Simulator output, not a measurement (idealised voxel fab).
Process module in this document: voxel wiring stack
The cross-section shown here is cut; it is 160 nm wide and divided into square cells measuring 5 nm on a side.
The cross-sections in this document take the form of a grid made of square cells. They are written out as bands, in order from top to bottom. Each band consists of one or more rows of cells.
Top height, bottom height, nm. Materials left to right, width each, nm. Single material + "throughout" = fills band edge to edge. "blank" = empty.
Measure heights from 0. That's the level where, below it, the as-received wafer is all one material. The lowest band is bottomless and extends downward; write it as in "z 0 and below".
It should be noted that a width expressed as "30 to 40" varies in equal increments from row to row of cells within the band, taking the value of the first number at the top row and that of the second number at the bottom row.
Key: "nothing got changed" - step with no changed cell in the cross-section.
"Closed void table" contains a list of empty spaces, each no smaller than 8 cells and without an open way to the top, written in the form width x height at distance with the distance from the left edge and all three in nm.
Formally, on a step line, whatever follows the settings is a remark that the simulator itself makes on the step.
overlay nm: where the mask lay relative to plan, measured to the right, on steps with a mask; negatives go left.

Steps planned for the process
- 1: RECEIVE (material Si)
- 2: CONFORMAL_DEP (material SiO2; thk nm 10)
- 3: DIRECTIONAL_DEP (material TiN; thk nm 5)
- 4: DIRECTIONAL_DEP (material W; thk nm 15)
- 5: PATTERN (tone cover; mask id METAL_1; material resist; width nm 20; pitch nm 35; thk nm 15; overlay nm 0)
- 6: DIRECTIONAL_ETCH (etch materials W; depth nm 15)
- 7: DIRECTIONAL_ETCH (etch materials TiN; depth nm 5)
- 8: STRIP (etch materials resist)
- 9: CONFORMAL_DEP (material SiCN; thk nm 5)
- 10: FILL_DEP (material lowk; thk nm 5)
- 11: CMP (height nm 30)
- 12: CONFORMAL_DEP (material SiCN; thk nm 5)
- 13: DIRECTIONAL_DEP (material lowk; thk nm 35)
- 14: DIRECTIONAL_DEP (material aC; thk nm 10)
- 15: PATTERN (tone open; mask id METAL_2; material resist; width nm 20; pitch nm 35; thk nm 30; overlay nm 0)
- 16: DIRECTIONAL_ETCH (etch materials aC; depth nm 10)
- 17: STRIP (etch materials resist)
- 18: DIRECTIONAL_ETCH (etch materials lowk; depth nm 20)
- 19: STRIP (etch materials aC)
- 20: DIRECTIONAL_DEP (material aC; thk nm 10)
- 21: PATTERN (tone open; mask id METAL_2_HOLES; material resist; width nm 15; thk nm 30; overlay nm 0)
- 22: DIRECTIONAL_ETCH (etch materials aC; depth nm 10)
- 23: STRIP (etch materials resist)
- 24: DIRECTIONAL_ETCH (etch materials lowk; depth nm 15)
- 25: DIRECTIONAL_ETCH (etch materials SiCN; depth nm 5)
- 26: STRIP (etch materials aC)
- 27: CONFORMAL_DEP (material TiN; thk nm 5)
- 28: FILL_DEP (material Cu; thk nm 10)
- 29: CMP (height nm 70)
- 30: CONFORMAL_DEP (material SiCN; thk nm 5)
- 31: DIRECTIONAL_DEP (material SiO2; thk nm 25)
- 32: DIRECTIONAL_DEP (material aC; thk nm 10)
- 33: PATTERN (tone open; mask id METAL_3_HOLES; material resist; width nm 15; pitch nm 35; thk nm 30; overlay nm 0)
- 34: DIRECTIONAL_ETCH (etch materials aC; depth nm 10)
- 35: STRIP (etch materials resist)
- 36: DIRECTIONAL_ETCH (etch materials SiO2; depth nm 25)
- 37: STRIP (etch materials aC)
- 38: PATTERN (tone open; mask id METAL_3; material resist; width nm 20; pitch nm 35; thk nm 15; overlay nm 0)
- 39: DIRECTIONAL_ETCH (etch materials SiO2; depth nm 15)
- 40: DIRECTIONAL_ETCH (etch materials SiCN; depth nm 5)
- 41: STRIP (etch materials resist)
- 42: CONFORMAL_DEP (material TiN; thk nm 5)
- 43: FILL_DEP (material Ru; thk nm 5)
- 44: CMP (height nm 100)
- 45: CONFORMAL_DEP (material SiCN; thk nm 5)

Cross-section of the incoming wafer, state after step 1
* z 0 and below = Si throughout
* Closed void table: none

The module was run from the start shown above using the plan shown above, but one mistake was made doing it; the resulting wafer cross-section is below
* z 105 to 100 = SiCN throughout
* z 100 to 90 = SiO2=50, then TiN=5, then Ru=5, then TiN=5, then SiO2=20, then TiN=5, then Ru=5, then TiN=5, then SiO2=60
* z 90 to 85 = SiO2=50, then TiN=15, then SiO2=20, then TiN=15, then SiO2=60
* z 85 to 75 = SiO2 throughout
* z 75 to 70 = SiCN throughout
* z 70 to 55 = lowk=50, then TiN=5, then Cu=10, then TiN=5, then lowk=15, then TiN=5, then Cu=10, then TiN=5, then lowk=55
* z 55 to 50 = lowk=50, then TiN=5, then Cu=5, then TiN=10, then lowk=15, then TiN=20, then lowk=55
* z 50 to 35 = lowk=50, then TiN=5, then Cu=5, then TiN=5, then lowk=95
* z 35 to 30 = SiCN=50, then TiN=15, then SiCN=95
* z 30 to 15 = lowk=45, then SiCN=5, then W=20, then SiCN=5, then lowk=5, then SiCN=5, then W=20, then SiCN=5, then lowk=50
* z 15 to 10 = SiCN=50, then TiN=20, then SiCN=15, then TiN=20, then SiCN=55
* z 10 to 0 = SiO2 throughout
* z 0 and below = Si throughout
* Closed void table: none
Short version of what went wrong: step 31, plan: ran twice
